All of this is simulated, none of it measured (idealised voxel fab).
The process module presented herein is designated voxel plated lines.
Cross-section cut spans 225 nm and uses square cells 5 nm in size.
Throughout this document, each cross-section is represented as a grid of square cells and is presented as a sequence of bands enumerated from the top downward, where a band comprises one or more rows of cells. Basically the band line says how high the top is and how high the bottom is, in nm, and then what's in it from left to right, every material with its width in nm. Empty space shows up as "blank", and if a single material carries "throughout" it runs the full band edge to edge. Height 0 is the level under which the wafer as received is all one material. The lowest band goes on downwards, as in "z 0 and below". Per-row width for "30 to 40": begins at first number (top row of band), ends at second number (bottom row), increment between rows held constant. For the purposes of this document, the phrase "nothing altered" attached to a step denotes that no cell within the cross-section was modified by that step. Reported under the label "Non-vented voids" are the empty spaces having no open way to the top and comprising 8 cells or more; the notation for each is width x height at distance, in which the distance is measured from the left edge and all three values are in nm. That trailing text on a step's line, after the settings, is the simulator's own remark on the step. overlay nm: step with mask; distance mask lay right of planned place; negative value = left of planned place.
### plan
| 1 | RECEIVE (material Si) |
| 2 | CONFORMAL_DEP (material Al2O3; thk nm 10) |
| 3 | DIRECTIONAL_DEP (material TiN; thk nm 5) |
| 4 | PATTERN (tone open; mask id LINES; material resist; width nm 15; pitch nm 40; thk nm 30; overlay nm 0) |
| 5 | EPI (material Ru; thk nm 5) |
| 6 | EPI (material Ru; thk nm 5) |
| 7 | STRIP (etch materials resist) |
| 8 | DIRECTIONAL_ETCH (etch materials TiN; depth nm 5) |
| 9 | CONFORMAL_DEP (material SiO2; thk nm 10) |
### as received, after step 1
- z 0 and below  Si throughout
- Non-vented voids: none
### Cross-section, end of module. Start: as above. Plan: as above. Execution: one mistake
- z 45 to 35  75 of blank, then 35 of SiO2, then 5 of blank, then 35 of SiO2, then 75 of blank
- z 35 to 30  75 of blank, then 10 of SiO2, then 15 of Ru, then 10 of SiO2, then 5 of blank, then 10 of SiO2, then 15 of Ru, then 10 of SiO2, then 75 of blank
- z 30 to 25  85 of SiO2, then 15 of Ru, then 25 of SiO2, then 15 of Ru, then 85 of SiO2
- z 25 to 20  85 of SiO2, then 15 of TiN, then 25 of SiO2, then 15 of TiN, then 85 of SiO2
- z 20 to 10  TiN throughout
- z 10 to 0  Al2O3 throughout
- z 0 and below  Si throughout
- Non-vented voids: none
It is concluded that the wafer was processed incorrectly with respect to the plan, in that step 3 went in with a setting other than planned; the actual run was DIRECTIONAL_DEP (material TiN; thk nm 15)
